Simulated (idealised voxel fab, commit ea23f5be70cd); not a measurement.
The document below concerns the process module designated voxel released beams.
Section cut is 225 nm wide and gridded with 5 nm square cells.
Cross-section format: a grid of square cells, given as bands from top to bottom; each band is one or more rows of cells.
Band entry format. Leading values: height of top, height of bottom, nm. Remainder: materials in left-to-right order, each with its width in nm. Special words: "throughout" on a single material, which then fills the band edge to edge; "blank", empty space.
We count height from 0. Below that, the starting wafer is all one material. The lowest band never ends at the bottom but goes on down; see "z 0 and below" for how that is written.
A width given as "30..40" starts at the first number in the band's top row and ends at the second number in its bottom row, shifting by an equal amount at every step from row to row.
What does "remained the same" mean for a step? It means no cell of the cross-section changed in that step.
For the entry "Closed void list", the listed items are empty spaces with no open way to the top whose size is 8 cells or more; each item follows the pattern width x height at distance, where distance is from the left edge and all three are in nm.
That trailing text on a step's line, after the settings, is the simulator's own remark on the step.
The line of a step may include "overlay nm". On a step with a mask, this value is how far to the right of its planned place the mask lay. A negative value means the mask lay to the left.
## The planned process steps are enumerated hereunder
1,RECEIVE, material Si
2,CONFORMAL_DEP, material Al2O3, thk nm 10
3,DIRECTIONAL_DEP, material SiO2, thk nm 20
4,DIRECTIONAL_DEP, material aC, thk nm 15
5,PATTERN, tone open, mask id ANCHOR, material resist, width nm 45, thk nm 35, overlay nm 0
6,DIRECTIONAL_ETCH, etch materials aC, depth nm 15
7,STRIP, etch materials resist
8,DIRECTIONAL_ETCH, etch materials SiO2, depth nm 20
9,STRIP, etch materials aC
10,CONFORMAL_DEP, material polySi, thk nm 15
11,PATTERN, tone cover, mask id BEAM, material resist, width nm 120, thk nm 20, overlay nm 0
12,DIRECTIONAL_ETCH, etch materials polySi, depth nm 15
13,STRIP, etch materials resist
14,STRIP, etch materials SiO2
## Shown in cross-section is the wafer as received, that is, as it stands after step 1
- z 0 and below: Si throughout
- Closed void list: none
## Final cross-section, module run with one mistake (start and plan as above)
- z 35 to 25: blank=50 / polySi=20 / blank=15 / polySi=85 / blank=55
- z 25 to 20: blank=50 / polySi=120 / blank=55
- z 20 to 10: blank=55 / polySi=45 / blank=125
- z 10 to 0: Al2O3 throughout
- z 0 and below: Si throughout
- Closed void list: none
What was the processing mistake? step 3 was run on a setting that differed from the plan, and what really ran there is DIRECTIONAL_DEP, material SiO2, thk nm 10
